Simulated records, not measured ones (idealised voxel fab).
Process module, titled voxel trench capacitor
Cross-section cut: width 245 nm, square cells of 5 nm.
How to read a cross-section here: the picture is a grid of square cells, written as bands going from the top down, and any band can span one or more rows of cells.
This entry defines a band. It first specifies the height of the band's top and the height of its bottom in nm, and then specifies the band's materials from left to right, stating each material with its width in nm. The word "everywhere" identifies a single material that fills the band from edge to edge, while the word "blank" identifies empty space.
Heights are measured from 0, the level below which the as-received wafer is all one material; the lowest band has no bottom and continues downward, written as in "0 down".
A width given as "30 to 40" starts at the first number in the band's top row and ends at the second number in its bottom row, shifting by an equal amount at every step from row to row.
"nothing got changed", as given for a step, is the statement that not any cell of the cross-section underwent a change during that step.
Basically, "closed voids" tells you about the enclosed voids: empty spaces with no open way to the top, 8 cells or bigger, each written width x height at distance, where distance is from the left edge, all in nm.
Text after the settings on a step's line: the simulator's own remark on that step.
overlay nm: for a step with a mask, the amount by which the mask lay right of where it was planned; a negative amount means left of it.

## The steps planned for the process are as follows
1,RECEIVE,material Si
2,CONFORMAL_DEP,material SiN,thk nm 5
3,PATTERN,tone open,mask id TRENCH,material resist,width nm 15,pitch nm 45,thk nm 20,overlay nm 0
4,DIRECTIONAL_ETCH,etch materials SiN,depth nm 5
5,DIRECTIONAL_ETCH,etch materials Si,depth nm 35
6,STRIP,etch materials resist
7,CONFORMAL_DEP,material HfO2,thk nm 5
8,CONFORMAL_DEP,material TiN,thk nm 5
9,FILL_DEP,material W,thk nm 5
10,CMP,height nm 5
Same starting wafers, different width nm at step 3. Plan value belongs to the first wafer.

## Received wafers, first of several: cross-section after step 1
  0 down | Si everywhere
  closed voids: none

## Cross-section of the first of several wafers once the module has run through its last step, step 10
  5 to 0 | 70 of SiN, then 5 of HfO2, then 5 of TiN, then 5 of HfO2, then 30 of SiN, then 5 of HfO2, then 5 of TiN, then 5 of HfO2, then 30 of SiN, then 5 of HfO2, then 5 of TiN, then 5 of HfO2, then 70 of SiN
  0 to -30 | 70 of Si, then 5 of HfO2, then 5 of TiN, then 5 of HfO2, then 30 of Si, then 5 of HfO2, then 5 of TiN, then 5 of HfO2, then 30 of Si, then 5 of HfO2, then 5 of TiN, then 5 of HfO2, then 70 of Si
  -30 to -35 | 70 of Si, then 15 of HfO2, then 30 of Si, then 15 of HfO2, then 30 of Si, then 15 of HfO2, then 70 of Si
  -35 down | Si everywhere
  closed voids: none

## Here's the last wafer cross-sectioned at the end of the module
  5 to 0 | 65 of SiN, then 5 of HfO2, then 5 of TiN, then 10 of W, then 5 of TiN, then 5 of HfO2, then 15 of SiN, then 5 of HfO2, then 5 of TiN, then 10 of W, then 5 of TiN, then 5 of HfO2, then 15 of SiN, then 5 of HfO2, then 5 of TiN, then 10 of W, then 5 of TiN, then 5 of HfO2, then 60 of SiN
  0 to -25 | 65 of Si, then 5 of HfO2, then 5 of TiN, then 10 of W, then 5 of TiN, then 5 of HfO2, then 15 of Si, then 5 of HfO2, then 5 of TiN, then 10 of W, then 5 of TiN, then 5 of HfO2, then 15 of Si, then 5 of HfO2, then 5 of TiN, then 10 of W, then 5 of TiN, then 5 of HfO2, then 60 of Si
  -25 to -30 | 65 of Si, then 5 of HfO2, then 20 of TiN, then 5 of HfO2, then 15 of Si, then 5 of HfO2, then 20 of TiN, then 5 of HfO2, then 15 of Si, then 5 of HfO2, then 20 of TiN, then 5 of HfO2, then 60 of Si
  -30 to -35 | 65 of Si, then 30 of HfO2, then 15 of Si, then 30 of HfO2, then 15 of Si, then 30 of HfO2, then 60 of Si
  -35 down | Si everywhere
  closed voids: none

## Per wafer, end of module: cells gained (+) or lost (-) per material since receipt, then closed voids
width nm 15; +51 HfO2; -63 Si; +40 SiN; +21 TiN; closed voids: none
width nm 20; +54 HfO2; -84 Si; +37 SiN; +42 TiN; closed voids: none
width nm 25; +57 HfO2; -105 Si; +34 SiN; +45 TiN; +18 W; closed voids: none
width nm 30; +60 HfO2; -126 Si; +31 SiN; +48 TiN; +36 W; closed voids: none
